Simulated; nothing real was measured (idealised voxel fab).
voxel gate over fins: a process module
It is cross-section cut that appears here, measuring 205 nm in width, its square cells being 5 nm in size.
Format of a cross-section: grid, square cells. Given as bands. Order: top down. Band: one or more rows of cells. Band entry format. Leading values: height of top, height of bottom, nm. Remainder: materials in left-to-right order, each with its width in nm. Special words: "all across" on a single material, which then fills the band edge to edge; "blank", empty space. Height is counted from the level 0, under which the received wafer is composed throughout of one material. The lowest of the bands is not closed at the bottom but continues downward, in the notation "from 0 down". The expression "30->40" gives the width at the extremes of the band, the first number at its top row of cells and the second at its bottom row, with the width changing by equal amounts from each row to the next in between. It should be understood that the words "identical to before", when stated for a given step, signify that the cross-section underwent no change in any of its cells during that step. The label "Voids, enclosed" introduces a list of the empty spaces, 8 cells or larger, that have no open way up to the top; each entry in it reads width x height at distance, where the distance is taken from the left edge and all three are stated in nm. Where a step's line continues beyond its settings, the continuation is a remark by the simulator itself on that step. The optional step-line setting "overlay nm" applies to steps with a mask and quantifies how far to the right of its planned location the mask lay, a negative value indicating leftward placement. Each of the pairs that make up the rest of this document says: here is the cross-section before one process step, here is the cross-section after it, drawn only down to the lowest band that changed, and here, under the pair, is the step lying between them with its settings. Different pairs may come from different runs of this module on the same starting wafer, so a pair continues from the pair above it only where its entry headed "Pre-step geometry" says so.

### Pre-step geometry
from 5 to 0  20 nm blank; 30 nm HfO2; 15 nm blank; 30 nm HfO2; 15 nm blank; 30 nm HfO2; 15 nm blank; 30 nm HfO2; 20 nm blank
from 0 to -10  20 nm blank; 5 nm HfO2; 20 nm Si; 5 nm HfO2; 15 nm blank; 5 nm HfO2; 20 nm Si; 5 nm HfO2; 15 nm blank; 5 nm HfO2; 20 nm Si; 5 nm HfO2; 15 nm blank; 5 nm HfO2; 20 nm Si; 5 nm HfO2; 20 nm blank
from -10 to -15  25 nm HfO2; 20 nm Si; 25 nm HfO2; 20 nm Si; 25 nm HfO2; 20 nm Si; 25 nm HfO2; 20 nm Si; 25 nm HfO2
from -15 to -40  25 nm SiO2; 20 nm Si; 25 nm SiO2; 20 nm Si; 25 nm SiO2; 20 nm Si; 25 nm SiO2; 20 nm Si; 25 nm SiO2
from -40 down  Si all across
Voids, enclosed: none

### State After Step
from 10 to 5  15 nm blank; 40 nm TiN; 5 nm blank; 40 nm TiN; 5 nm blank; 40 nm TiN; 5 nm blank; 40 nm TiN; 15 nm blank
from 5 to 0  15 nm blank; 5 nm TiN; 30 nm HfO2; 5 nm TiN; 5 nm blank; 5 nm TiN; 30 nm HfO2; 5 nm TiN; 5 nm blank; 5 nm TiN; 30 nm HfO2; 5 nm TiN; 5 nm blank; 5 nm TiN; 30 nm HfO2; 5 nm TiN; 15 nm blank
from 0 to -5  15 nm blank; 5 nm TiN; 5 nm HfO2; 20 nm Si; 5 nm HfO2; 5 nm TiN; 5 nm blank; 5 nm TiN; 5 nm HfO2; 20 nm Si; 5 nm HfO2; 5 nm TiN; 5 nm blank; 5 nm TiN; 5 nm HfO2; 20 nm Si; 5 nm HfO2; 5 nm TiN; 5 nm blank; 5 nm TiN; 5 nm HfO2; 20 nm Si; 5 nm HfO2; 5 nm TiN; 15 nm blank
from -5 to -10  20 nm TiN; 5 nm HfO2; 20 nm Si; 5 nm HfO2; 15 nm TiN; 5 nm HfO2; 20 nm Si; 5 nm HfO2; 15 nm TiN; 5 nm HfO2; 20 nm Si; 5 nm HfO2; 15 nm TiN; 5 nm HfO2; 20 nm Si; 5 nm HfO2; 20 nm TiN
Below -10, the layers are the same as they were.
Voids, enclosed: none
Q: step between the cross-sections above? A: CONFORMAL_DEP (material TiN; thk nm 5)

Pre-step geometry: no separate figure, the pair right above already shows it after its step.

### State After Step
from 25 to 10  W all across
from 10 to 5  15 nm W; 40 nm TiN; 5 nm W; 40 nm TiN; 5 nm W; 40 nm TiN; 5 nm W; 40 nm TiN; 15 nm W
from 5 to 0  15 nm W; 5 nm TiN; 30 nm HfO2; 5 nm TiN; 5 nm W; 5 nm TiN; 30 nm HfO2; 5 nm TiN; 5 nm W; 5 nm TiN; 30 nm HfO2; 5 nm TiN; 5 nm W; 5 nm TiN; 30 nm HfO2; 5 nm TiN; 15 nm W
from 0 to -5  15 nm W; 5 nm TiN; 5 nm HfO2; 20 nm Si; 5 nm HfO2; 5 nm TiN; 5 nm W; 5 nm TiN; 5 nm HfO2; 20 nm Si; 5 nm HfO2; 5 nm TiN; 5 nm W; 5 nm TiN; 5 nm HfO2; 20 nm Si; 5 nm HfO2; 5 nm TiN; 5 nm W; 5 nm TiN; 5 nm HfO2; 20 nm Si; 5 nm HfO2; 5 nm TiN; 15 nm W
Below -5, the layers are the same as they were.
Voids, enclosed: none
Q: step between the cross-sections above? A: FILL_DEP (material W; thk nm 15)

Pre-step geometry: no separate figure, the pair right above already shows it after its step.

### State After Step
from 20 to 10  W all across
Below 10, the layers are the same as they were.
Voids, enclosed: none
Q: step between the cross-sections above? A: CMP (height nm 20)

Pre-step geometry: no separate figure, the pair right above already shows it after its step.

### State After Step
from 30 to 20  SiCN all across
Below 20, the layers are the same as they were.
Voids, enclosed: none
Q: step between the cross-sections above? A: CONFORMAL_DEP (material SiCN; thk nm 10)

### Pre-step geometry
from 20 to 5  aC all across
from 5 to 0  SiN all across
from 0 down  Si all across
Voids, enclosed: none

### State After Step
from 50 to 20  20 nm blank; 15 nm resist; 30 nm blank; 15 nm resist; 30 nm blank; 15 nm resist; 30 nm blank; 15 nm resist; 35 nm blank
Below 20, the layers are the same as they were.
Voids, enclosed: none
Q: step between the cross-sections above? A: PATTERN (tone cover; mask id FINS; material resist; width nm 15; pitch nm 45; thk nm 30; overlay nm -5)

Pre-step geometry: no separate figure, the pair right above already shows it after its step.

### State After Step
from 35 to 20  20 nm blank; 15 nm resist; 30 nm blank; 15 nm resist; 30 nm blank; 15 nm resist; 30 nm blank; 15 nm resist; 35 nm blank
from 20 to 5  20 nm blank; 15 nm aC; 30 nm blank; 15 nm aC; 30 nm blank; 15 nm aC; 30 nm blank; 15 nm aC; 35 nm blank
Below 5, the layers are the same as they were.
Voids, enclosed: none
Q: step between the cross-sections above? A: DIRECTIONAL_ETCH (etch materials aC; depth nm 15)

Pre-step geometry: no separate figure, the pair right above already shows it after its step.

### State After Step
from 20 to 5  20 nm blank; 15 nm aC; 30 nm blank; 15 nm aC; 30 nm blank; 15 nm aC; 30 nm blank; 15 nm aC; 35 nm blank
Below 5, the layers are the same as they were.
Voids, enclosed: none
Q: step between the cross-sections above? A: STRIP (etch materials resist)

Pre-step geometry: no separate figure, the pair right above already shows it after its step.

### State After Step
from 20 to 5  20 nm blank; 15 nm aC; 30 nm blank; 15 nm aC; 30 nm blank; 15 nm aC; 30 nm blank; 15 nm aC; 35 nm blank
from 5 to 0  20 nm blank; 15 nm SiN; 30 nm blank; 15 nm SiN; 30 nm blank; 15 nm SiN; 30 nm blank; 15 nm SiN; 35 nm blank
Below 0, the layers are the same as they were.
Voids, enclosed: none
Q: step between the cross-sections above? A: DIRECTIONAL_ETCH (etch materials SiN; depth nm 5)

Pre-step geometry: no separate figure, the pair right above already shows it after its step.

### State After Step
from 20 to 5  20 nm blank; 15 nm aC; 30 nm blank; 15 nm aC; 30 nm blank; 15 nm aC; 30 nm blank; 15 nm aC; 35 nm blank
from 5 to 0  20 nm blank; 15 nm SiN; 30 nm blank; 15 nm SiN; 30 nm blank; 15 nm SiN; 30 nm blank; 15 nm SiN; 35 nm blank
from 0 to -40  20 nm blank; 15 nm Si; 30 nm blank; 15 nm Si; 30 nm blank; 15 nm Si; 30 nm blank; 15 nm Si; 35 nm blank
Below -40, the layers are the same as they were.
Voids, enclosed: none
Q: step between the cross-sections above? A: DIRECTIONAL_ETCH (etch materials Si; depth nm 40)

Pre-step geometry: no separate figure, the pair right above already shows it after its step.

### State After Step
from 5 to 0  20 nm blank; 15 nm SiN; 30 nm blank; 15 nm SiN; 30 nm blank; 15 nm SiN; 30 nm blank; 15 nm SiN; 35 nm blank
Below 0, the layers are the same as they were.
Voids, enclosed: none
Q: step between the cross-sections above? A: STRIP (etch materials aC)

Pre-step geometry: no separate figure, the pair right above already shows it after its step.

### State After Step
from 10 to 5  SiO2 all across
from 5 to 0  20 nm SiO2; 15 nm SiN; 30 nm SiO2; 15 nm SiN; 30 nm SiO2; 15 nm SiN; 30 nm SiO2; 15 nm SiN; 35 nm SiO2
from 0 to -40  20 nm SiO2; 15 nm Si; 30 nm SiO2; 15 nm Si; 30 nm SiO2; 15 nm Si; 30 nm SiO2; 15 nm Si; 35 nm SiO2
Below -40, the layers are the same as they were.
Voids, enclosed: none
Q: step between the cross-sections above? A: FILL_DEP (material SiO2; thk nm 5)

Pre-step geometry: no separate figure, the pair right above already shows it after its step.

### State After Step
from 5 to 0  20 nm SiO2; 15 nm SiN; 30 nm SiO2; 15 nm SiN; 30 nm SiO2; 15 nm SiN; 30 nm SiO2; 15 nm SiN; 35 nm SiO2
Below 0, the layers are the same as they were.
Voids, enclosed: none
Q: step between the cross-sections above? A: CMP (height nm 5)

Pre-step geometry: no separate figure, the pair right above already shows it after its step.

### State After Step
from 5 to 0  20 nm blank; 15 nm SiN; 30 nm blank; 15 nm SiN; 30 nm blank; 15 nm SiN; 30 nm blank; 15 nm SiN; 35 nm blank
from 0 to -15  20 nm blank; 15 nm Si; 30 nm blank; 15 nm Si; 30 nm blank; 15 nm Si; 30 nm blank; 15 nm Si; 35 nm blank
Below -15, the layers are the same as they were.
Voids, enclosed: none
Q: step between the cross-sections above? A: SELECTIVE_ETCH (etch materials SiO2; depth nm 20)

Pre-step geometry: no separate figure, the pair right above already shows it after its step.

### State After Step
from 0 to -15  20 nm blank; 15 nm Si; 30 nm blank; 15 nm Si; 30 nm blank; 15 nm Si; 30 nm blank; 15 nm Si; 35 nm blank
Below -15, the layers are the same as they were.
Voids, enclosed: none
Q: step between the cross-sections above? A: STRIP (etch materials SiN)

Pre-step geometry: no separate figure, the pair right above already shows it after its step.

### State After Step
from 5 to 0  15 nm blank; 25 nm HfO2; 20 nm blank; 25 nm HfO2; 20 nm blank; 25 nm HfO2; 20 nm blank; 25 nm HfO2; 30 nm blank
from 0 to -10  15 nm blank; 5 nm HfO2; 15 nm Si; 5 nm HfO2; 20 nm blank; 5 nm HfO2; 15 nm Si; 5 nm HfO2; 20 nm blank; 5 nm HfO2; 15 nm Si; 5 nm HfO2; 20 nm blank; 5 nm HfO2; 15 nm Si; 5 nm HfO2; 30 nm blank
from -10 to -15  20 nm HfO2; 15 nm Si; 30 nm HfO2; 15 nm Si; 30 nm HfO2; 15 nm Si; 30 nm HfO2; 15 nm Si; 35 nm HfO2
Below -15, the layers are the same as they were.
Voids, enclosed: none
Q: step between the cross-sections above? A: CONFORMAL_DEP (material HfO2; thk nm 5)

Pre-step geometry: no separate figure, the pair right above already shows it after its step.

### State After Step
from 10 to 5  10 nm blank; 35 nm TiN; 10 nm blank; 35 nm TiN; 10 nm blank; 35 nm TiN; 10 nm blank; 35 nm TiN; 25 nm blank
from 5 to 0  10 nm blank; 5 nm TiN; 25 nm HfO2; 5 nm TiN; 10 nm blank; 5 nm TiN; 25 nm HfO2; 5 nm TiN; 10 nm blank; 5 nm TiN; 25 nm HfO2; 5 nm TiN; 10 nm blank; 5 nm TiN; 25 nm HfO2; 5 nm TiN; 25 nm blank
from 0 to -5  10 nm blank; 5 nm TiN; 5 nm HfO2; 15 nm Si; 5 nm HfO2; 5 nm TiN; 10 nm blank; 5 nm TiN; 5 nm HfO2; 15 nm Si; 5 nm HfO2; 5 nm TiN; 10 nm blank; 5 nm TiN; 5 nm HfO2; 15 nm Si; 5 nm HfO2; 5 nm TiN; 10 nm blank; 5 nm TiN; 5 nm HfO2; 15 nm Si; 5 nm HfO2; 5 nm TiN; 25 nm blank
from -5 to -10  15 nm TiN; 5 nm HfO2; 15 nm Si; 5 nm HfO2; 20 nm TiN; 5 nm HfO2; 15 nm Si; 5 nm HfO2; 20 nm TiN; 5 nm HfO2; 15 nm Si; 5 nm HfO2; 20 nm TiN; 5 nm HfO2; 15 nm Si; 5 nm HfO2; 30 nm TiN
Below -10, the layers are the same as they were.
Voids, enclosed: none
Q: step between the cross-sections above? A: CONFORMAL_DEP (material TiN; thk nm 5)

Pre-step geometry: no separate figure, the pair right above already shows it after its step.

### State After Step
from 25 to 10  W all across
from 10 to 5  10 nm W; 35 nm TiN; 10 nm W; 35 nm TiN; 10 nm W; 35 nm TiN; 10 nm W; 35 nm TiN; 25 nm W
from 5 to 0  10 nm W; 5 nm TiN; 25 nm HfO2; 5 nm TiN; 10 nm W; 5 nm TiN; 25 nm HfO2; 5 nm TiN; 10 nm W; 5 nm TiN; 25 nm HfO2; 5 nm TiN; 10 nm W; 5 nm TiN; 25 nm HfO2; 5 nm TiN; 25 nm W
from 0 to -5  10 nm W; 5 nm TiN; 5 nm HfO2; 15 nm Si; 5 nm HfO2; 5 nm TiN; 10 nm W; 5 nm TiN; 5 nm HfO2; 15 nm Si; 5 nm HfO2; 5 nm TiN; 10 nm W; 5 nm TiN; 5 nm HfO2; 15 nm Si; 5 nm HfO2; 5 nm TiN; 10 nm W; 5 nm TiN; 5 nm HfO2; 15 nm Si; 5 nm HfO2; 5 nm TiN; 25 nm W
Below -5, the layers are the same as they were.
Voids, enclosed: none
Q: step between the cross-sections above? A: FILL_DEP (material W; thk nm 15)

Pre-step geometry: no separate figure, the pair right above already shows it after its step.

### State After Step
from 20 to 10  W all across
Below 10, the layers are the same as they were.
Voids, enclosed: none
Q: step between the cross-sections above? A: CMP (height nm 20)

Pre-step geometry: no separate figure, the pair right above already shows it after its step.

### State After Step
from 30 to 20  SiCN all across
Below 20, the layers are the same as they were.
Voids, enclosed: none
Q: step between the cross-sections above? A: CONFORMAL_DEP (material SiCN; thk nm 10)

### Pre-step geometry
from 0 down  Si all across
Voids, enclosed: none

### State After Step
from 5 to 0  TiN all across
Below 0, the layers are the same as they were.
Voids, enclosed: none
Q: step between the cross-sections above? A: CONFORMAL_DEP (material TiN; thk nm 5)

Pre-step geometry: no separate figure, the pair right above already shows it after its step.

### State After Step
from 20 to 5  aC all across
Below 5, the layers are the same as they were.
Voids, enclosed: none
Q: step between the cross-sections above? A: DIRECTIONAL_DEP (material aC; thk nm 15)

Pre-step geometry: no separate figure, the pair right above already shows it after its step.

### State After Step
from 50 to 20  25 nm blank; 15 nm resist; 30 nm blank; 15 nm resist; 30 nm blank; 15 nm resist; 30 nm blank; 15 nm resist; 30 nm blank
Below 20, the layers are the same as they were.
Voids, enclosed: none
Q: step between the cross-sections above? A: PATTERN (tone cover; mask id FINS; material resist; width nm 15; pitch nm 45; thk nm 30; overlay nm 0)

Pre-step geometry: no separate figure, the pair right above already shows it after its step.

### State After Step
from 35 to 20  25 nm blank; 15 nm resist; 30 nm blank; 15 nm resist; 30 nm blank; 15 nm resist; 30 nm blank; 15 nm resist; 30 nm blank
from 20 to 5  25 nm blank; 15 nm aC; 30 nm blank; 15 nm aC; 30 nm blank; 15 nm aC; 30 nm blank; 15 nm aC; 30 nm blank
Below 5, the layers are the same as they were.
Voids, enclosed: none
Q: step between the cross-sections above? A: DIRECTIONAL_ETCH (etch materials aC; depth nm 15)

Pre-step geometry: no separate figure, the pair right above already shows it after its step.

### State After Step
from 20 to 5  25 nm blank; 15 nm aC; 30 nm blank; 15 nm aC; 30 nm blank; 15 nm aC; 30 nm blank; 15 nm aC; 30 nm blank
Below 5, the layers are the same as they were.
Voids, enclosed: none
Q: step between the cross-sections above? A: STRIP (etch materials resist)

Pre-step geometry: no separate figure, the pair right above already shows it after its step.

### State After Step
from 5 to 0  TiN all across
Below 0, the layers are the same as they were.
Voids, enclosed: none
Q: step between the cross-sections above? A: STRIP (etch materials aC)

Pre-step geometry: no separate figure, the pair right above already shows it after its step.

### State After Step
from 10 to 5  SiO2 all across
Below 5, the layers are the same as they were.
Voids, enclosed: none
Q: step between the cross-sections above? A: FILL_DEP (material SiO2; thk nm 5)

Pre-step geometry: no separate figure, the pair right above already shows it after its step.

### State After Step
from 5 to 0  TiN all across
Below 0, the layers are the same as they were.
Voids, enclosed: none
Q: step between the cross-sections above? A: CMP (height nm 5)

Pre-step geometry: no separate figure, the pair right above already shows it after its step.

### State After Step
from 10 to 5  HfO2 all across
Below 5, the layers are the same as they were.
Voids, enclosed: none
Q: step between the cross-sections above? A: CONFORMAL_DEP (material HfO2; thk nm 5)

Pre-step geometry: no separate figure, the pair right above already shows it after its step.

### State After Step
from 15 to 10  TiN all across
Below 10, the layers are the same as they were.
Voids, enclosed: none
Q: step between the cross-sections above? A: CONFORMAL_DEP (material TiN; thk nm 5)

Pre-step geometry: no separate figure, the pair right above already shows it after its step.

### State After Step
from 30 to 15  W all across
Below 15, the layers are the same as they were.
Voids, enclosed: none
Q: step between the cross-sections above? A: FILL_DEP (material W; thk nm 15)

Pre-step geometry: no separate figure, the pair right above already shows it after its step.

### State After Step
from 20 to 15  W all across
Below 15, the layers are the same as they were.
Voids, enclosed: none
Q: step between the cross-sections above? A: CMP (height nm 20)

Pre-step geometry: no separate figure, the pair right above already shows it after its step.

### State After Step
from 30 to 20  SiCN all across
Below 20, the layers are the same as they were.
Voids, enclosed: none
Q: step between the cross-sections above? A: CONFORMAL_DEP (material SiCN; thk nm 10)

### Pre-step geometry
from 20 to 5  aC all across
from 5 to 0  SiN all across
from 0 down  Si all across
Voids, enclosed: none

### State After Step
from 50 to 20  25 nm resist; 15 nm blank; 30 nm resist; 15 nm blank; 30 nm resist; 15 nm blank; 30 nm resist; 15 nm blank; 30 nm resist
Below 20, the layers are the same as they were.
Voids, enclosed: none
Q: step between the cross-sections above? A: PATTERN (tone open; mask id FINS; material resist; width nm 15; pitch nm 45; thk nm 30; overlay nm 0)

Pre-step geometry: no separate figure, the pair right above already shows it after its step.

### State After Step
from 35 to 20  25 nm resist; 15 nm blank; 30 nm resist; 15 nm blank; 30 nm resist; 15 nm blank; 30 nm resist; 15 nm blank; 30 nm resist
from 20 to 5  25 nm aC; 15 nm blank; 30 nm aC; 15 nm blank; 30 nm aC; 15 nm blank; 30 nm aC; 15 nm blank; 30 nm aC
Below 5, the layers are the same as they were.
Voids, enclosed: none
Q: step between the cross-sections above? A: DIRECTIONAL_ETCH (etch materials aC; depth nm 15)

Pre-step geometry: no separate figure, the pair right above already shows it after its step.

### State After Step
from 20 to 5  25 nm aC; 15 nm blank; 30 nm aC; 15 nm blank; 30 nm aC; 15 nm blank; 30 nm aC; 15 nm blank; 30 nm aC
Below 5, the layers are the same as they were.
Voids, enclosed: none
Q: step between the cross-sections above? A: STRIP (etch materials resist)

Pre-step geometry: no separate figure, the pair right above already shows it after its step.

### State After Step
from 20 to 5  25 nm aC; 15 nm blank; 30 nm aC; 15 nm blank; 30 nm aC; 15 nm blank; 30 nm aC; 15 nm blank; 30 nm aC
from 5 to 0  25 nm SiN; 15 nm blank; 30 nm SiN; 15 nm blank; 30 nm SiN; 15 nm blank; 30 nm SiN; 15 nm blank; 30 nm SiN
Below 0, the layers are the same as they were.
Voids, enclosed: none
Q: step between the cross-sections above? A: DIRECTIONAL_ETCH (etch materials SiN; depth nm 5)

Pre-step geometry: no separate figure, the pair right above already shows it after its step.

### State After Step
from 20 to 5  25 nm aC; 15 nm blank; 30 nm aC; 15 nm blank; 30 nm aC; 15 nm blank; 30 nm aC; 15 nm blank; 30 nm aC
from 5 to 0  25 nm SiN; 15 nm blank; 30 nm SiN; 15 nm blank; 30 nm SiN; 15 nm blank; 30 nm SiN; 15 nm blank; 30 nm SiN
from 0 to -40  25 nm Si; 15 nm blank; 30 nm Si; 15 nm blank; 30 nm Si; 15 nm blank; 30 nm Si; 15 nm blank; 30 nm Si
Below -40, the layers are the same as they were.
Voids, enclosed: none
Q: step between the cross-sections above? A: DIRECTIONAL_ETCH (etch materials Si; depth nm 40)

Pre-step geometry: no separate figure, the pair right above already shows it after its step.

### State After Step
from 5 to 0  25 nm SiN; 15 nm blank; 30 nm SiN; 15 nm blank; 30 nm SiN; 15 nm blank; 30 nm SiN; 15 nm blank; 30 nm SiN
Below 0, the layers are the same as they were.
Voids, enclosed: none
Q: step between the cross-sections above? A: STRIP (etch materials aC)

Pre-step geometry: no separate figure, the pair right above already shows it after its step.

### State After Step
from 10 to 5  SiO2 all across
from 5 to 0  25 nm SiN; 15 nm SiO2; 30 nm SiN; 15 nm SiO2; 30 nm SiN; 15 nm SiO2; 30 nm SiN; 15 nm SiO2; 30 nm SiN
from 0 to -40  25 nm Si; 15 nm SiO2; 30 nm Si; 15 nm SiO2; 30 nm Si; 15 nm SiO2; 30 nm Si; 15 nm SiO2; 30 nm Si
Below -40, the layers are the same as they were.
Voids, enclosed: none
Q: step between the cross-sections above? A: FILL_DEP (material SiO2; thk nm 5)

Pre-step geometry: no separate figure, the pair right above already shows it after its step.

### State After Step
from 5 to 0  25 nm SiN; 15 nm SiO2; 30 nm SiN; 15 nm SiO2; 30 nm SiN; 15 nm SiO2; 30 nm SiN; 15 nm SiO2; 30 nm SiN
Below 0, the layers are the same as they were.
Voids, enclosed: none
Q: step between the cross-sections above? A: CMP (height nm 5)

Pre-step geometry: no separate figure, the pair right above already shows it after its step.

### State After Step
from 5 to 0  25 nm SiN; 15 nm blank; 30 nm SiN; 15 nm blank; 30 nm SiN; 15 nm blank; 30 nm SiN; 15 nm blank; 30 nm SiN
from 0 to -15  25 nm Si; 15 nm blank; 30 nm Si; 15 nm blank; 30 nm Si; 15 nm blank; 30 nm Si; 15 nm blank; 30 nm Si
Below -15, the layers are the same as they were.
Voids, enclosed: none
Q: step between the cross-sections above? A: SELECTIVE_ETCH (etch materials SiO2; depth nm 20)

Pre-step geometry: no separate figure, the pair right above already shows it after its step.

### State After Step
from 0 to -15  25 nm Si; 15 nm blank; 30 nm Si; 15 nm blank; 30 nm Si; 15 nm blank; 30 nm Si; 15 nm blank; 30 nm Si
Below -15, the layers are the same as they were.
Voids, enclosed: none
Q: step between the cross-sections above? A: STRIP (etch materials SiN)

Pre-step geometry: no separate figure, the pair right above already shows it after its step.

### State After Step
from 5 to 0  30 nm HfO2; 5 nm blank; 40 nm HfO2; 5 nm blank; 40 nm HfO2; 5 nm blank; 40 nm HfO2; 5 nm blank; 35 nm HfO2
from 0 to -10  25 nm Si; 5 nm HfO2; 5 nm blank; 5 nm HfO2; 30 nm Si; 5 nm HfO2; 5 nm blank; 5 nm HfO2; 30 nm Si; 5 nm HfO2; 5 nm blank; 5 nm HfO2; 30 nm Si; 5 nm HfO2; 5 nm blank; 5 nm HfO2; 30 nm Si
from -10 to -15  25 nm Si; 15 nm HfO2; 30 nm Si; 15 nm HfO2; 30 nm Si; 15 nm HfO2; 30 nm Si; 15 nm HfO2; 30 nm Si
Below -15, the layers are the same as they were.
Voids, enclosed: none
Q: step between the cross-sections above? A: CONFORMAL_DEP (material HfO2; thk nm 5)

Pre-step geometry: no separate figure, the pair right above already shows it after its step.

### State After Step
from 10 to 5  TiN all across
from 5 to 0  30 nm HfO2; 5 nm TiN; 40 nm HfO2; 5 nm TiN; 40 nm HfO2; 5 nm TiN; 40 nm HfO2; 5 nm TiN; 35 nm HfO2
from 0 to -10  25 nm Si; 5 nm HfO2; 5 nm TiN; 5 nm HfO2; 30 nm Si; 5 nm HfO2; 5 nm TiN; 5 nm HfO2; 30 nm Si; 5 nm HfO2; 5 nm TiN; 5 nm HfO2; 30 nm Si; 5 nm HfO2; 5 nm TiN; 5 nm HfO2; 30 nm Si
Below -10, the layers are the same as they were.
Voids, enclosed: none
Q: step between the cross-sections above? A: CONFORMAL_DEP (material TiN; thk nm 5)

Pre-step geometry: no separate figure, the pair right above already shows it after its step.

### State After Step
from 25 to 10  W all across
Below 10, the layers are the same as they were.
Voids, enclosed: none
Q: step between the cross-sections above? A: FILL_DEP (material W; thk nm 15)

Pre-step geometry: no separate figure, the pair right above already shows it after its step.

### State After Step
from 20 to 10  W all across
Below 10, the layers are the same as they were.
Voids, enclosed: none
Q: step between the cross-sections above? A: CMP (height nm 20)

Pre-step geometry: no separate figure, the pair right above already shows it after its step.

### State After Step
from 30 to 20  SiCN all across
Below 20, the layers are the same as they were.
Voids, enclosed: none
Q: step between the cross-sections above? A: CONFORMAL_DEP (material SiCN; thk nm 10)
